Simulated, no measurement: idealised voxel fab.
Proc. module: voxel fin reveal
We display cut, a cross-section 295 nm in width whose square cells are each 5 nm.
Just so we're on the same page, the cross-sections are grids of square cells, and they're listed out in bands top to bottom, each band one or more rows deep. Top, bottom (nm), then materials left to right with widths (nm); lone material tagged "edge to edge" fills the whole band edge to edge; "air" = empty space. The reference from which all heights are counted is 0, the level beneath which the as-received wafer is entirely one material; the lowest band, having no lower bound, proceeds downward and is written after the example "0 -> down". With a width like "30 to 40", each row of cells in the band differs from the next by the same amount, the top row carrying the first number and the bottom row the second. It should be understood that the words "stayed the same", when stated for a given step, signify that the cross-section underwent no change in any of its cells during that step. "Closed cavities" lists enclosed empty spaces (at least 8 cells, no open path upward to the top), each as width x height at distance from the left edge, in nm. Read whatever lies past the settings on a step's line as the simulator's own remark about the step. "overlay nm" on a masked step: distance the mask lay right of its planned place, negative for left.
Intended process steps
1) RECEIVE | material Si
2) CONFORMAL_DEP | material SiN | thk nm 10
3) PATTERN | tone cover | mask id FINS | material resist | width nm 15 | pitch nm 40 | thk nm 20 | overlay nm 0
4) DIRECTIONAL_ETCH | etch materials SiN | depth nm 10
5) DIRECTIONAL_ETCH | etch materials Si | depth nm 30
6) STRIP | etch materials resist
7) FILL_DEP | material SiO2 | thk nm 5
8) CMP | height nm 10
9) SELECTIVE_ETCH | etch materials SiO2 | depth nm 15
10) STRIP | etch materials SiN
11) CONFORMAL_DEP | material SiO2 | thk nm 5
What sets these wafers apart? The depth nm at step 9. They all start alike, and the plan carries the first wafer's value.
This is how the first of several wafers looked in cross-section when it arrived, which is after step 1
0 -> down | Si edge to edge
Closed cavities: none
Here is how to read the rows: every wafer has a row, and it shows the wafer at the end of the module, giving for each material how many cells were gained (+) or lost (-) since the wafer was received, then listing its closed voids
depth nm 15 | -300 Si | +315 SiO2 | Closed cavities: none
depth nm 20 | -300 Si | +271 SiO2 | Closed cavities: none
depth nm 25 | -300 Si | +227 SiO2 | Closed cavities: none
depth nm 30 | -300 Si | +183 SiO2 | Closed cavities: none
depth nm 35 | -300 Si | +139 SiO2 | Closed cavities: none
depth nm 40 | -300 Si | +95 SiO2 | Closed cavities: none
